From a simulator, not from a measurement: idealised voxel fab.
process module | voxel plated lines
It is cross-section cut that appears here, measuring 245 nm in width, its square cells being 5 nm in size.
Cross-section format: a grid of square cells, given as bands from top to bottom; each band is one or more rows of cells.
Top, bottom (nm), then materials left to right with widths (nm); lone material tagged "full width" fills the whole band edge to edge; "empty" = empty space.
Height datum 0, below which the as-received substrate wafer is one material. Lowest band open at the bottom, running downward: "0 nm and below".
A width such as "30..40" changes by the same amount from each row of cells to the next, from the band's top row to its bottom row.
What does "nothing got changed" mean for a step? It means no cell of the cross-section changed in that step.
"Enclosed void list" means: voids of 8 cells or more that are shut off from the top with no open way through. Written width x height at distance, distance from the left edge, in nm.
Whatever follows a step's settings on its line is a remark the simulator itself makes about that step.
For masked steps, "overlay nm" on the step line gives how far right of plan the mask actually lay; a minus sign means it lay to the left.
Process steps (planned)
step 1: RECEIVE | material Si
step 2: CONFORMAL_DEP | material SiN | thk nm 15
step 3: DIRECTIONAL_DEP | material TiN | thk nm 5
step 4: PATTERN | tone open | mask id LINES | material resist | width nm 15 | pitch nm 35 | thk nm 40 | overlay nm 0
step 5: EPI | material Ru | thk nm 5
step 6: EPI | material Ru | thk nm 5
step 7: EPI | material Ru | thk nm 5
step 8: STRIP | etch materials resist
step 9: DIRECTIONAL_ETCH | etch materials TiN | depth nm 5
step 10: CONFORMAL_DEP | material SiN | thk nm 10
This is the cross-section of the wafer as we received it, i.e. after step 1
> 0 nm and below: Si full width
> Enclosed void list: none
First of two wafers: cross-section at end of module, run per plan
> 45 nm to 35 nm: 70 nm empty / 105 nm SiN / 70 nm empty
> 35 nm to 25 nm: 70 nm empty / 10 nm SiN / 15 nm Ru / 20 nm SiN / 15 nm Ru / 20 nm SiN / 15 nm Ru / 10 nm SiN / 70 nm empty
> 25 nm to 20 nm: 80 nm SiN / 15 nm Ru / 20 nm SiN / 15 nm Ru / 20 nm SiN / 15 nm Ru / 80 nm SiN
> 20 nm to 15 nm: 80 nm SiN / 15 nm TiN / 20 nm SiN / 15 nm TiN / 20 nm SiN / 15 nm TiN / 80 nm SiN
> 15 nm to 0 nm: SiN full width
> 0 nm and below: Si full width
> Enclosed void list: none
Wafer two cross-section, module end. Start and plan unchanged from wafer one; one mistake made during the run
> 45 nm to 35 nm: SiN full width
> 35 nm to 20 nm: 80 nm Ru / 15 nm SiN / 20 nm Ru / 15 nm SiN / 20 nm Ru / 15 nm SiN / 80 nm Ru
> 20 nm to 15 nm: 80 nm TiN / 15 nm SiN / 20 nm TiN / 15 nm SiN / 20 nm TiN / 15 nm SiN / 80 nm TiN
> 15 nm to 0 nm: SiN full width
> 0 nm and below: Si full width
> Enclosed void list: none
Finding, execution versus plan: rather than as planned, step 4 actually ran as PATTERN | tone cover | mask id LINES | material resist | width nm 15 | pitch nm 35 | thk nm 40 | overlay nm 0
End check, counted in cells, second wafer has more or fewer of these materials than the first: 93 more of Ru; 12 fewer of SiN; 31 more of TiN
